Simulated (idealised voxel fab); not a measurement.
A process module follows: voxel capacitor over wiring.
Cross-section cut spans 300 nm and uses square cells 5 nm in size.
For the purposes of this document, a cross-section shall be understood as a grid of square cells, specified as bands listed in top-to-bottom order, each band consisting of one or more rows of cells.
In this notation a band is specified by the heights of its top and bottom, in that order and in nm, after which its materials appear from left to right, each paired with its width in nm. The word "all across" attached to a single material means that material fills the band from edge to edge; the word "blank" stands for empty space.
The reference from which all heights are counted is 0, the level beneath which the as-received wafer is entirely one material; the lowest band, having no lower bound, proceeds downward and is written after the example "0 and below".
Width spec "30->40" -> top row of cells at first value, bottom row at second value, equal per-row change in between.
Any step labelled "left unchanged" changed none of the cells in the cross-section.
Entry "Enclosed empty spaces". Content: empty spaces with no open connection to the top, size 8 cells or greater. Each: width x height at distance. Distance: from left edge. Unit: nm.
The remark found on a step's line after its settings is issued by the simulator itself and pertains to that step.
Among the settings permitted on a step's line is "overlay nm"; applied to a step with a mask, it specifies the extent to which the mask lay to the right of its planned position, whereas a negative figure signifies a position to the left.
STEPS IN THE PROCESS PLAN
1,RECEIVE | material Si
2,CONFORMAL_DEP | material SiO2 | thk nm 10
3,DIRECTIONAL_DEP | material TiN | thk nm 5
4,DIRECTIONAL_DEP | material W | thk nm 20
5,DIRECTIONAL_DEP | material aC | thk nm 15
6,PATTERN | tone cover | mask id METAL_1 | material resist | width nm 30 | pitch nm 95 | thk nm 35 | overlay nm 0
7,DIRECTIONAL_ETCH | etch materials aC | depth nm 15
8,STRIP | etch materials resist
9,DIRECTIONAL_ETCH | etch materials W | depth nm 20
10,DIRECTIONAL_ETCH | etch materials TiN | depth nm 5
11,STRIP | etch materials aC
12,FILL_DEP | material SiO2 | thk nm 5
13,CMP | height nm 35
14,CONFORMAL_DEP | material SiCN | thk nm 5
15,DIRECTIONAL_DEP | material lowk | thk nm 20
16,PATTERN | tone open | mask id PLUG_1 | material resist | width nm 15 | thk nm 20 | overlay nm 0
17,DIRECTIONAL_ETCH | etch materials lowk | depth nm 20
18,DIRECTIONAL_ETCH | etch materials SiCN | depth nm 5
19,STRIP | etch materials resist
20,CONFORMAL_DEP | material TiN | thk nm 5
21,FILL_DEP | material Cu | thk nm 5
22,CMP | height nm 60
23,DIRECTIONAL_DEP | material TiN | thk nm 10
24,DIRECTIONAL_DEP | material HfO2 | thk nm 5
25,DIRECTIONAL_DEP | material TiN | thk nm 5
26,PATTERN | tone cover | mask id UPPER_PLATE | material resist | width nm 70 | thk nm 20 | overlay nm 0
27,DIRECTIONAL_ETCH | etch materials TiN | depth nm 5
28,DIRECTIONAL_ETCH | etch materials HfO2 | depth nm 5
29,STRIP | etch materials resist
30,DIRECTIONAL_DEP | material aC | thk nm 15
31,PATTERN | tone cover | mask id LOWER_PLATE | material resist | width nm 80 | thk nm 30 | overlay nm 0
32,DIRECTIONAL_ETCH | etch materials aC | depth nm 15
33,STRIP | etch materials resist
34,DIRECTIONAL_ETCH | etch materials TiN | depth nm 10
35,STRIP | etch materials aC
36,FILL_DEP | material SiO2 | thk nm 15
37,CMP | height nm 90
38,MASKED_ETCH | tone open | mask id PLUG_2 | width nm 15 | etch materials SiO2 | depth nm 10 | overlay nm 0
39,CONFORMAL_DEP | material TiN | thk nm 5
40,FILL_DEP | material Ru | thk nm 10
41,CMP | height nm 90
42,CONFORMAL_DEP | material SiN | thk nm 5
CROSS-SECTION, INCOMING MATERIAL, AFTER STEP 1
  0 and below = Si all across
  Enclosed empty spaces: none
FIRST OF TWO WAFERS, END-OF-MODULE SECTION, RUN FOLLOWED PLAN
  95 down to 90 = SiN all across
  90 down to 85 = SiO2=110, TiN=5, Ru=5, TiN=5, SiO2=175
  85 down to 75 = SiO2=110->100, TiN=15->70, SiO2=175->130
  75 down to 70 = SiO2=100, HfO2=70, SiO2=130
  70 down to 60 = SiO2=95, TiN=80, SiO2=125
  60 down to 40 = lowk=100, TiN=5, Cu=5, TiN=5, lowk=185
  40 down to 35 = SiCN=100, TiN=15, SiCN=185
  35 down to 15 = SiO2=85, W=30, SiO2=65, W=30, SiO2=90
  15 down to 10 = SiO2=85, TiN=30, SiO2=65, TiN=30, SiO2=90
  10 down to 0 = SiO2 all across
  0 and below = Si all across
  Enclosed empty spaces: none
WHAT THE SECOND WAFER LOOKS LIKE IN CROSS-SECTION ONCE THE MODULE IS DONE. ITS START AND ITS PLAN MATCHED THE FIRST WAFER'S EXACTLY; WHAT DIFFERED WAS ONE MISTAKE IN HOW IT WAS RUN
  95 down to 90 = SiN all across
  90 down to 85 = SiO2=110, TiN=5, Ru=5, TiN=5, SiO2=175
  85 down to 80 = SiO2=110, TiN=15, SiO2=175
  80 down to 75 = SiO2 all across
  75 down to 70 = SiO2=100, TiN=70, SiO2=130
  70 down to 60 = SiO2=95, TiN=80, SiO2=125
  60 down to 40 = lowk=100, TiN=5, Cu=5, TiN=5, lowk=185
  40 down to 35 = SiCN=100, TiN=15, SiCN=185
  35 down to 15 = SiO2=85, W=30, SiO2=65, W=30, SiO2=90
  15 down to 10 = SiO2=85, TiN=30, SiO2=65, TiN=30, SiO2=90
  10 down to 0 = SiO2 all across
  0 and below = Si all across
  Enclosed empty spaces: none
Where did the run depart from the plan? skipped: plan step 24 (never run)
Upon completion, the second wafer contains, in terms of cells, a greater or smaller amount of certain materials than the first wafer: -14 HfO2; +14 SiO2
